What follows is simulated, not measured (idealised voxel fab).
process module | voxel transistor to metal
cross-section cut | 165 nm wide | cells 5 nm
A cross-section is a grid of square cells, given in bands from the top down. A band is one or more rows of cells.
Each band's line starts with the height of the band's top and of its bottom, in nm. Then come its materials from left to right, each with its width in nm. One material with "throughout" fills the band from edge to edge. "air" is empty space.
Height 0 is the level under which the wafer as received is all one material. The lowest band goes on downwards, as in "0 down".
A width such as "30 to 40" changes by the same amount from each row of cells to the next, from the band's top row to its bottom row.
"no change" after a step means that no cell of the cross-section changed.
closed voids: empty space of 8 cells or more with no open way to the top, each as width x height at its distance from the left edge, in nm
after a step's settings: what the simulator itself notes on the step
overlay nm, on a step with a mask: how far to the right of its planned place the mask lay; to the left if negative
plan
1 op RECEIVE | material Si
2 op CONFORMAL_DEP | material SiO2 | thk nm 5
3 op CONFORMAL_DEP | material SiN | thk nm 10
4 op PATTERN | tone cover | mask id ACTIVE | material resist | width nm 105 | thk nm 20 | overlay nm 0
5 op DIRECTIONAL_ETCH | etch materials SiN | depth nm 10
6 op DIRECTIONAL_ETCH | etch materials SiO2 | depth nm 5
7 op DIRECTIONAL_ETCH | etch materials Si | depth nm 25
8 op STRIP | etch materials resist
9 op FILL_DEP | material SiO2 | thk nm 10
10 op CMP | height nm 15
11 op SELECTIVE_ETCH | etch materials SiO2 | depth nm 10
12 op STRIP | etch materials SiN
13 op SELECTIVE_ETCH | etch materials SiO2 | depth nm 5
14 op OXIDIZE | depth nm 5
15 op DIRECTIONAL_DEP | material polySi | thk nm 30
16 op DIRECTIONAL_DEP | material SiCN | thk nm 15
17 op PATTERN | tone cover | mask id GATE | material resist | width nm 25 | thk nm 20 | overlay nm 0
18 op DIRECTIONAL_ETCH | etch materials SiCN | depth nm 25
19 op DIRECTIONAL_ETCH | etch materials polySi | depth nm 40
20 op STRIP | etch materials resist
21 op CONFORMAL_DEP | material SiN | thk nm 10
22 op DIRECTIONAL_ETCH | etch materials SiN | depth nm 10
23 op DIRECTIONAL_ETCH | etch materials SiO2 | depth nm 5
24 op DIRECTIONAL_ETCH | etch materials Si | depth nm 15
25 op EPI | material SiGe | thk nm 15
26 op FILL_DEP | material SiO2 | thk nm 10
27 op CMP | height nm 45
28 op DIRECTIONAL_DEP | material SiO2 | thk nm 15
29 op PATTERN | tone open | mask id CONTACT | material resist | width nm 25 | pitch nm 60 | thk nm 20 | overlay nm 0
30 op DIRECTIONAL_ETCH | etch materials SiO2 | depth nm 65
31 op STRIP | etch materials resist
32 op CONFORMAL_DEP | material TiN | thk nm 5
33 op FILL_DEP | material W | thk nm 5
34 op CMP | height nm 60
35 op CONFORMAL_DEP | material SiCN | thk nm 5
36 op DIRECTIONAL_DEP | material SiO2 | thk nm 20
37 op MASKED_ETCH | tone open | mask id METAL_1 | width nm 15 | pitch nm 70 | etch materials SiO2 | depth nm 20 | overlay nm 0
38 op MASKED_ETCH | tone open | mask id METAL_1 | width nm 15 | pitch nm 70 | etch materials SiCN | depth nm 5 | overlay nm 0
39 op CONFORMAL_DEP | material TiN | thk nm 5
40 op FILL_DEP | material Cu | thk nm 5
41 op CMP | height nm 85
42 op CONFORMAL_DEP | material SiN | thk nm 5
as received, after step 1
  0 down: Si throughout
  closed voids: none
first wafer at the end, as planned
  90 to 85: SiN throughout
  85 to 65: SiO2 40 | TiN 5 | Cu 5 | TiN 5 | SiO2 55 | TiN 5 | Cu 5 | TiN 5 | SiO2 40
  65 to 60: SiCN 40 | TiN 15 | SiCN 55 | TiN 15 | SiCN 40
  60 to 50: SiO2 40 | TiN 5 | W 15 | TiN 5 | SiO2 35 | TiN 5 | W 15 | TiN 5 | SiO2 40
  50 to 45: SiO2 40 | TiN 5 | W 10 | TiN 10 | SiO2 35 | TiN 10 | W 10 | TiN 5 | SiO2 40
  45 to 30: SiO2 40 | TiN 5 | W 10 | TiN 5 | SiN 10 | SiCN 25 | SiN 10 | TiN 5 | W 10 | TiN 5 | SiO2 40
  30 to 15: SiO2 40 | TiN 5 | W 10 | TiN 5 | SiN 10 | polySi 25 | SiN 10 | TiN 5 | W 10 | TiN 5 | SiO2 40
  15 to 10: SiO2 40 | TiN 20 | SiN 10 | polySi 25 | SiN 10 | TiN 20 | SiO2 40
  10 to 0: SiO2 40 | TiN 5 | SiGe 15 | SiN 10 | polySi 25 | SiN 10 | SiGe 15 | TiN 5 | SiO2 40
  0 to -5: SiO2 40 | TiN 5 | SiGe 15 | SiO2 45 | SiGe 15 | TiN 5 | SiO2 40
  -5 to -20: SiO2 30 | SiGe 30 | Si 45 | SiGe 30 | SiO2 30
  -20 to -25: SiO2 30 | Si 105 | SiO2 30
  -25 down: Si throughout
  closed voids: none
second wafer at the end: like start, like plan, one mistake
  90 to 85: SiN throughout
  85 to 70: SiO2 35 | TiN 5 | Cu 15 | TiN 5 | SiO2 45 | TiN 5 | Cu 15 | TiN 5 | SiO2 35
  70 to 65: SiO2 35 | TiN 10 | Cu 5 | TiN 10 | SiO2 45 | TiN 10 | Cu 5 | TiN 10 | SiO2 35
  65 to 60: SiCN 40 | TiN 15 | SiCN 55 | TiN 15 | SiCN 40
  60 to 50: SiO2 40 | TiN 5 | W 15 | TiN 5 | SiO2 35 | TiN 5 | W 15 | TiN 5 | SiO2 40
  50 to 45: SiO2 40 | TiN 5 | W 10 | TiN 10 | SiO2 35 | TiN 10 | W 10 | TiN 5 | SiO2 40
  45 to 30: SiO2 40 | TiN 5 | W 10 | TiN 5 | SiN 10 | SiCN 25 | SiN 10 | TiN 5 | W 10 | TiN 5 | SiO2 40
  30 to 15: SiO2 40 | TiN 5 | W 10 | TiN 5 | SiN 10 | polySi 25 | SiN 10 | TiN 5 | W 10 | TiN 5 | SiO2 40
  15 to 10: SiO2 40 | TiN 20 | SiN 10 | polySi 25 | SiN 10 | TiN 20 | SiO2 40
  10 to 0: SiO2 40 | TiN 5 | SiGe 15 | SiN 10 | polySi 25 | SiN 10 | SiGe 15 | TiN 5 | SiO2 40
  0 to -5: SiO2 40 | TiN 5 | SiGe 15 | SiO2 45 | SiGe 15 | TiN 5 | SiO2 40
  -5 to -20: SiO2 30 | SiGe 30 | Si 45 | SiGe 30 | SiO2 30
  -20 to -25: SiO2 30 | Si 105 | SiO2 30
  -25 down: Si throughout
  closed voids: none
what went wrong: step 37 ran as: op MASKED_ETCH | tone open | mask id METAL_1 | width nm 25 | pitch nm 70 | etch materials SiO2 | depth nm 20 | overlay nm 0
at the end the second wafer has, in cells: 12 more of Cu | 16 fewer of SiO2 | 4 more of TiN
